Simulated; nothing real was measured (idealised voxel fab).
voxel transistor to metal: a process module
It is cross-section cut that appears here, measuring 165 nm in width, its square cells being 5 nm in size.
Bands, listed from the top down, are how a cross-section gets written in this document; the cross-section itself is a grid of square cells, and a band is one or more rows of them.
A band entry consists of two parts. The first gives the height of the band's top and the height of its bottom, in nm. The rest lists the band's materials from left to right, each with its width in nm. A single material labelled with the word "edge to edge" fills the band from edge to edge, and the word "empty" marks empty space.
Basically, 0 is our baseline, since under it the wafer straight out of the box is all one material. The bottom band has no lower end and keeps on going down, so it looks like "0 nm and below".
The width entry "30 to 40" should be interpreted row by row: the top row of cells in the band takes the first number, the bottom row takes the second number, and the change between adjacent rows is uniform throughout.
Basically "changes: none" means that step didn't change any cell in the cross-section.
This entry, "Enclosed cavities", enumerates those empty regions of no fewer than 8 cells that possess no open connection to the top. Each region is reported in the form width x height at distance, the distance being taken from the left edge, with all three quantities expressed in nm.
Heads up: the bit after the settings on a step's line is the simulator's remark on that step.
overlay nm: on a step with a mask, how far right of its planned place the mask lay; negative means left.

## List of planned process steps
| 1 | RECEIVE, material Si |
| 2 | OXIDIZE, depth nm 5 |
| 3 | CONFORMAL_DEP, material SiN, thk nm 15 |
| 4 | MASKED_ETCH, tone cover, mask id ACTIVE, width nm 105, etch materials SiN, depth nm 15, overlay nm 0 |
| 5 | MASKED_ETCH, tone cover, mask id ACTIVE, width nm 105, etch materials SiO2, depth nm 5, overlay nm 0 |
| 6 | MASKED_ETCH, tone cover, mask id ACTIVE, width nm 105, etch materials Si, depth nm 35, overlay nm 0 |
| 7 | FILL_DEP, material SiO2, thk nm 10 |
| 8 | CMP, height nm 15 |
| 9 | SELECTIVE_ETCH, etch materials SiO2, depth nm 15 |
| 10 | STRIP, etch materials SiN |
| 11 | SELECTIVE_ETCH, etch materials SiO2, depth nm 5 |
| 12 | OXIDIZE, depth nm 5 |
| 13 | DIRECTIONAL_DEP, material polySi, thk nm 20 |
| 14 | DIRECTIONAL_DEP, material SiCN, thk nm 15 |
| 15 | PATTERN, tone cover, mask id GATE, material resist, width nm 15, thk nm 15, overlay nm 0 |
| 16 | DIRECTIONAL_ETCH, etch materials SiCN, depth nm 25 |
| 17 | DIRECTIONAL_ETCH, etch materials polySi, depth nm 30 |
| 18 | STRIP, etch materials resist |
| 19 | CONFORMAL_DEP, material SiN, thk nm 5 |
| 20 | DIRECTIONAL_ETCH, etch materials SiN, depth nm 5 |
| 21 | DIRECTIONAL_ETCH, etch materials SiO2, depth nm 5 |
| 22 | DIRECTIONAL_ETCH, etch materials Si, depth nm 15 |
| 23 | EPI, material SiGe, thk nm 15 |
| 24 | FILL_DEP, material SiO2, thk nm 5 |
| 25 | CMP, height nm 30 |
| 26 | DIRECTIONAL_DEP, material SiO2, thk nm 10 |
| 27 | DIRECTIONAL_DEP, material aC, thk nm 10 |
| 28 | PATTERN, tone open, mask id CONTACT, material resist, width nm 20, pitch nm 75, thk nm 25, overlay nm 0 |
| 29 | DIRECTIONAL_ETCH, etch materials aC, depth nm 10 |
| 30 | STRIP, etch materials resist |
| 31 | DIRECTIONAL_ETCH, etch materials SiO2, depth nm 50 |
| 32 | STRIP, etch materials aC |
| 33 | CONFORMAL_DEP, material TiN, thk nm 5 |
| 34 | FILL_DEP, material Ru, thk nm 5 |
| 35 | CMP, height nm 40 |
| 36 | DIRECTIONAL_DEP, material TiN, thk nm 5 |
| 37 | DIRECTIONAL_DEP, material Ru, thk nm 25 |
| 38 | PATTERN, tone cover, mask id METAL_1, material resist, width nm 20, pitch nm 75, thk nm 15, overlay nm 0 |
| 39 | DIRECTIONAL_ETCH, etch materials Ru, depth nm 25 |
| 40 | DIRECTIONAL_ETCH, etch materials TiN, depth nm 5 |
| 41 | STRIP, etch materials resist |
| 42 | CONFORMAL_DEP, material SiCN, thk nm 5 |
| 43 | FILL_DEP, material SiO2, thk nm 10 |
| 44 | CMP, height nm 70 |
| 45 | CONFORMAL_DEP, material SiN, thk nm 5 |

## Run as planned: first of two wafers

## As-received wafer cross-section (after step 1)
* 0 nm and below  Si edge to edge
* Enclosed cavities: none

## Step 2 complete: cross-section through the wafer
* 0 nm to -5 nm  SiO2 edge to edge
* All layers under -5 are left as they were.

## Step 3 complete: cross-section through the wafer
* 15 nm to 0 nm  SiN edge to edge
* All layers under 0 are left as they were.

## Step 4 complete: cross-section through the wafer
* 15 nm to 0 nm  30 of empty, then 105 of SiN, then 30 of empty
* All layers under 0 are left as they were.

## Step 5 complete: cross-section through the wafer
* 15 nm to 0 nm  30 of empty, then 105 of SiN, then 30 of empty
* 0 nm to -5 nm  30 of empty, then 105 of SiO2, then 30 of empty
* All layers under -5 are left as they were.

## Step 6 complete: cross-section through the wafer
* 15 nm to 0 nm  30 of empty, then 105 of SiN, then 30 of empty
* 0 nm to -5 nm  30 of empty, then 105 of SiO2, then 30 of empty
* -5 nm to -40 nm  30 of empty, then 105 of Si, then 30 of empty
* All layers under -40 are left as they were.

## Step 7 complete: cross-section through the wafer
* 25 nm to 15 nm  SiO2 edge to edge
* 15 nm to 0 nm  30 of SiO2, then 105 of SiN, then 30 of SiO2
* 0 nm to -5 nm  SiO2 edge to edge
* -5 nm to -40 nm  30 of SiO2, then 105 of Si, then 30 of SiO2
* All layers under -40 are left as they were.

## Step 8 complete: cross-section through the wafer
* 15 nm to 0 nm  30 of SiO2, then 105 of SiN, then 30 of SiO2
* All layers under 0 are left as they were.

## Step 9 complete: cross-section through the wafer
* 15 nm to 0 nm  30 of empty, then 105 of SiN, then 30 of empty
* All layers under 0 are left as they were.

## Step 10 complete: cross-section through the wafer
* 0 nm to -5 nm  SiO2 edge to edge
* All layers under -5 are left as they were.

## Step 11 complete: cross-section through the wafer
* -5 nm to -40 nm  30 of SiO2, then 105 of Si, then 30 of SiO2
* All layers under -40 are left as they were.

## Step 12 complete: cross-section through the wafer
* -5 nm to -10 nm  SiO2 edge to edge
* All layers under -10 are left as they were.

## Step 13 complete: cross-section through the wafer
* 15 nm to -5 nm  polySi edge to edge
* All layers under -5 are left as they were.

## Step 14 complete: cross-section through the wafer
* 30 nm to 15 nm  SiCN edge to edge
* All layers under 15 are left as they were.

## Step 15 complete: cross-section through the wafer
* 45 nm to 30 nm  75 of empty, then 15 of resist, then 75 of empty
* All layers under 30 are left as they were.

## Step 16 complete: cross-section through the wafer
* 45 nm to 30 nm  75 of empty, then 15 of resist, then 75 of empty
* 30 nm to 15 nm  75 of empty, then 15 of SiCN, then 75 of empty
* All layers under 15 are left as they were.

## Step 17 complete: cross-section through the wafer
* 45 nm to 30 nm  75 of empty, then 15 of resist, then 75 of empty
* 30 nm to 15 nm  75 of empty, then 15 of SiCN, then 75 of empty
* 15 nm to -5 nm  75 of empty, then 15 of polySi, then 75 of empty
* All layers under -5 are left as they were.

## Step 18 complete: cross-section through the wafer
* 30 nm to 15 nm  75 of empty, then 15 of SiCN, then 75 of empty
* All layers under 15 are left as they were.

## Step 19 complete: cross-section through the wafer
* 35 nm to 30 nm  70 of empty, then 25 of SiN, then 70 of empty
* 30 nm to 15 nm  70 of empty, then 5 of SiN, then 15 of SiCN, then 5 of SiN, then 70 of empty
* 15 nm to 0 nm  70 of empty, then 5 of SiN, then 15 of polySi, then 5 of SiN, then 70 of empty
* 0 nm to -5 nm  75 of SiN, then 15 of polySi, then 75 of SiN
* All layers under -5 are left as they were.

## Step 20 complete: cross-section through the wafer
* 30 nm to 15 nm  70 of empty, then 5 of SiN, then 15 of SiCN, then 5 of SiN, then 70 of empty
* 15 nm to -5 nm  70 of empty, then 5 of SiN, then 15 of polySi, then 5 of SiN, then 70 of empty
* All layers under -5 are left as they were.

## Step 21 complete: cross-section through the wafer
* 30 nm to 15 nm  70 of empty, then 5 of SiN, then 15 of SiCN, then 5 of SiN, then 70 of empty
* 15 nm to -5 nm  70 of empty, then 5 of SiN, then 15 of polySi, then 5 of SiN, then 70 of empty
* -5 nm to -10 nm  70 of empty, then 25 of SiO2, then 70 of empty
* All layers under -10 are left as they were.

## Step 22 complete: cross-section through the wafer
* 30 nm to 15 nm  70 of empty, then 5 of SiN, then 15 of SiCN, then 5 of SiN, then 70 of empty
* 15 nm to -5 nm  70 of empty, then 5 of SiN, then 15 of polySi, then 5 of SiN, then 70 of empty
* -5 nm to -10 nm  70 of empty, then 25 of SiO2, then 70 of empty
* -10 nm to -25 nm  30 of SiO2, then 40 of empty, then 25 of Si, then 40 of empty, then 30 of SiO2
* All layers under -25 are left as they were.

## Step 23 complete: cross-section through the wafer
* 30 nm to 15 nm  70 of empty, then 5 of SiN, then 15 of SiCN, then 5 of SiN, then 70 of empty
* 15 nm to 5 nm  70 of empty, then 5 of SiN, then 15 of polySi, then 5 of SiN, then 70 of empty
* 5 nm to -5 nm  55 of empty, then 15 of SiGe, then 5 of SiN, then 15 of polySi, then 5 of SiN, then 15 of SiGe, then 55 of empty
* -5 nm to -10 nm  55 of empty, then 15 of SiGe, then 25 of SiO2, then 15 of SiGe, then 55 of empty
* -10 nm to -25 nm  30 of SiO2, then 40 of SiGe, then 25 of Si, then 40 of SiGe, then 30 of SiO2
* All layers under -25 are left as they were.

## Step 24 complete: cross-section through the wafer
* 35 nm to 30 nm  SiO2 edge to edge
* 30 nm to 15 nm  70 of SiO2, then 5 of SiN, then 15 of SiCN, then 5 of SiN, then 70 of SiO2
* 15 nm to 5 nm  70 of SiO2, then 5 of SiN, then 15 of polySi, then 5 of SiN, then 70 of SiO2
* 5 nm to -5 nm  55 of SiO2, then 15 of SiGe, then 5 of SiN, then 15 of polySi, then 5 of SiN, then 15 of SiGe, then 55 of SiO2
* -5 nm to -10 nm  55 of SiO2, then 15 of SiGe, then 25 of SiO2, then 15 of SiGe, then 55 of SiO2
* All layers under -10 are left as they were.

## Step 25 complete: cross-section through the wafer
* 30 nm to 15 nm  70 of SiO2, then 5 of SiN, then 15 of SiCN, then 5 of SiN, then 70 of SiO2
* All layers under 15 are left as they were.

## Step 26 complete: cross-section through the wafer
* 40 nm to 30 nm  SiO2 edge to edge
* All layers under 30 are left as they were.

## Step 27 complete: cross-section through the wafer
* 50 nm to 40 nm  aC edge to edge
* All layers under 40 are left as they were.

## Step 28 complete: cross-section through the wafer
* 75 nm to 50 nm  35 of resist, then 20 of empty, then 55 of resist, then 20 of empty, then 35 of resist
* All layers under 50 are left as they were.

## Step 29 complete: cross-section through the wafer
* 65 nm to 50 nm  35 of resist, then 20 of empty, then 55 of resist, then 20 of empty, then 35 of resist
* 50 nm to 40 nm  35 of aC, then 20 of empty, then 55 of aC, then 20 of empty, then 35 of aC
* All layers under 40 are left as they were.

## Step 30 complete: cross-section through the wafer
* 50 nm to 40 nm  35 of aC, then 20 of empty, then 55 of aC, then 20 of empty, then 35 of aC
* All layers under 40 are left as they were.

## Step 31 complete: cross-section through the wafer
* 50 nm to 40 nm  35 of aC, then 20 of empty, then 55 of aC, then 20 of empty, then 35 of aC
* 40 nm to 30 nm  35 of SiO2, then 20 of empty, then 55 of SiO2, then 20 of empty, then 35 of SiO2
* 30 nm to 15 nm  35 of SiO2, then 20 of empty, then 15 of SiO2, then 5 of SiN, then 15 of SiCN, then 5 of SiN, then 15 of SiO2, then 20 of empty, then 35 of SiO2
* 15 nm to 5 nm  35 of SiO2, then 20 of empty, then 15 of SiO2, then 5 of SiN, then 15 of polySi, then 5 of SiN, then 15 of SiO2, then 20 of empty, then 35 of SiO2
* 5 nm to -5 nm  35 of SiO2, then 20 of empty, then 15 of SiGe, then 5 of SiN, then 15 of polySi, then 5 of SiN, then 15 of SiGe, then 20 of empty, then 35 of SiO2
* -5 nm to -10 nm  35 of SiO2, then 20 of empty, then 15 of SiGe, then 25 of SiO2, then 15 of SiGe, then 20 of empty, then 35 of SiO2
* All layers under -10 are left as they were.

## Step 32 complete: cross-section through the wafer
* 40 nm to 30 nm  35 of SiO2, then 20 of empty, then 55 of SiO2, then 20 of empty, then 35 of SiO2
* All layers under 30 are left as they were.

## Step 33 complete: cross-section through the wafer
* 45 nm to 40 nm  40 of TiN, then 10 of empty, then 65 of TiN, then 10 of empty, then 40 of TiN
* 40 nm to 30 nm  35 of SiO2, then 5 of TiN, then 10 of empty, then 5 of TiN, then 55 of SiO2, then 5 of TiN, then 10 of empty, then 5 of TiN, then 35 of SiO2
* 30 nm to 15 nm  35 of SiO2, then 5 of TiN, then 10 of empty, then 5 of TiN, then 15 of SiO2, then 5 of SiN, then 15 of SiCN, then 5 of SiN, then 15 of SiO2, then 5 of TiN, then 10 of empty, then 5 of TiN, then 35 of SiO2
* 15 nm to 5 nm  35 of SiO2, then 5 of TiN, then 10 of empty, then 5 of TiN, then 15 of SiO2, then 5 of SiN, then 15 of polySi, then 5 of SiN, then 15 of SiO2, then 5 of TiN, then 10 of empty, then 5 of TiN, then 35 of SiO2
* 5 nm to -5 nm  35 of SiO2, then 5 of TiN, then 10 of empty, then 5 of TiN, then 15 of SiGe, then 5 of SiN, then 15 of polySi, then 5 of SiN, then 15 of SiGe, then 5 of TiN, then 10 of empty, then 5 of TiN, then 35 of SiO2
* -5 nm to -10 nm  35 of SiO2, then 20 of TiN, then 15 of SiGe, then 25 of SiO2, then 15 of SiGe, then 20 of TiN, then 35 of SiO2
* All layers under -10 are left as they were.

## Step 34 complete: cross-section through the wafer
* 50 nm to 45 nm  Ru edge to edge
* 45 nm to 40 nm  40 of TiN, then 10 of Ru, then 65 of TiN, then 10 of Ru, then 40 of TiN
* 40 nm to 30 nm  35 of SiO2, then 5 of TiN, then 10 of Ru, then 5 of TiN, then 55 of SiO2, then 5 of TiN, then 10 of Ru, then 5 of TiN, then 35 of SiO2
* 30 nm to 15 nm  35 of SiO2, then 5 of TiN, then 10 of Ru, then 5 of TiN, then 15 of SiO2, then 5 of SiN, then 15 of SiCN, then 5 of SiN, then 15 of SiO2, then 5 of TiN, then 10 of Ru, then 5 of TiN, then 35 of SiO2
* 15 nm to 5 nm  35 of SiO2, then 5 of TiN, then 10 of Ru, then 5 of TiN, then 15 of SiO2, then 5 of SiN, then 15 of polySi, then 5 of SiN, then 15 of SiO2, then 5 of TiN, then 10 of Ru, then 5 of TiN, then 35 of SiO2
* 5 nm to -5 nm  35 of SiO2, then 5 of TiN, then 10 of Ru, then 5 of TiN, then 15 of SiGe, then 5 of SiN, then 15 of polySi, then 5 of SiN, then 15 of SiGe, then 5 of TiN, then 10 of Ru, then 5 of TiN, then 35 of SiO2
* All layers under -5 are left as they were.

## Step 35 complete: cross-section through the wafer
* 40 nm to 30 nm  35 of SiO2, then 5 of TiN, then 10 of Ru, then 5 of TiN, then 55 of SiO2, then 5 of TiN, then 10 of Ru, then 5 of TiN, then 35 of SiO2
* All layers under 30 are left as they were.

## Step 36 complete: cross-section through the wafer
* 45 nm to 40 nm  TiN edge to edge
* All layers under 40 are left as they were.

## Step 37 complete: cross-section through the wafer
* 70 nm to 45 nm  Ru edge to edge
* All layers under 45 are left as they were.

## Step 38 complete: cross-section through the wafer
* 85 nm to 70 nm  35 of empty, then 20 of resist, then 55 of empty, then 20 of resist, then 35 of empty
* All layers under 70 are left as they were.

## Step 39 complete: cross-section through the wafer
* 85 nm to 70 nm  35 of empty, then 20 of resist, then 55 of empty, then 20 of resist, then 35 of empty
* 70 nm to 45 nm  35 of empty, then 20 of Ru, then 55 of empty, then 20 of Ru, then 35 of empty
* All layers under 45 are left as they were.

## Step 40 complete: cross-section through the wafer
* 85 nm to 70 nm  35 of empty, then 20 of resist, then 55 of empty, then 20 of resist, then 35 of empty
* 70 nm to 45 nm  35 of empty, then 20 of Ru, then 55 of empty, then 20 of Ru, then 35 of empty
* 45 nm to 40 nm  35 of empty, then 20 of TiN, then 55 of empty, then 20 of TiN, then 35 of empty
* All layers under 40 are left as they were.

## Step 41 complete: cross-section through the wafer
* 70 nm to 45 nm  35 of empty, then 20 of Ru, then 55 of empty, then 20 of Ru, then 35 of empty
* All layers under 45 are left as they were.

## Step 42 complete: cross-section through the wafer
* 75 nm to 70 nm  30 of empty, then 30 of SiCN, then 45 of empty, then 30 of SiCN, then 30 of empty
* 70 nm to 45 nm  30 of empty, then 5 of SiCN, then 20 of Ru, then 5 of SiCN, then 45 of empty, then 5 of SiCN, then 20 of Ru, then 5 of SiCN, then 30 of empty
* 45 nm to 40 nm  35 of SiCN, then 20 of TiN, then 55 of SiCN, then 20 of TiN, then 35 of SiCN
* All layers under 40 are left as they were.

## Step 43 complete: cross-section through the wafer
* 85 nm to 75 nm  SiO2 edge to edge
* 75 nm to 70 nm  30 of SiO2, then 30 of SiCN, then 45 of SiO2, then 30 of SiCN, then 30 of SiO2
* 70 nm to 45 nm  30 of SiO2, then 5 of SiCN, then 20 of Ru, then 5 of SiCN, then 45 of SiO2, then 5 of SiCN, then 20 of Ru, then 5 of SiCN, then 30 of SiO2
* All layers under 45 are left as they were.

## Step 44 complete: cross-section through the wafer
* 70 nm to 45 nm  30 of SiO2, then 5 of SiCN, then 20 of Ru, then 5 of SiCN, then 45 of SiO2, then 5 of SiCN, then 20 of Ru, then 5 of SiCN, then 30 of SiO2
* All layers under 45 are left as they were.

## Step 45 complete: cross-section through the wafer
* 75 nm to 70 nm  SiN edge to edge
* All layers under 70 are left as they were.

## Companion wafer, the second of two: same beginning, same intended sequence, one mistake in carrying it out; through step 43 inclusive it tracks the first exactly

## What the second wafer looks like in cross-section when step 44 should have wrapped up
* 60 nm to 45 nm  30 of SiO2, then 5 of SiCN, then 20 of Ru, then 5 of SiCN, then 45 of SiO2, then 5 of SiCN, then 20 of Ru, then 5 of SiCN, then 30 of SiO2
* All layers under 45 are left as they were.

## What the second wafer looks like in cross-section when step 45 should have wrapped up
* 65 nm to 60 nm  SiN edge to edge
* All layers under 60 are left as they were.
Deviation from plan: not per plan at step 44, really ran CMP, height nm 60
In the final state, the cell counts of the second wafer exceed or fall short of those of the first for the following materials: Ru -16, SiCN -8, SiO2 -42
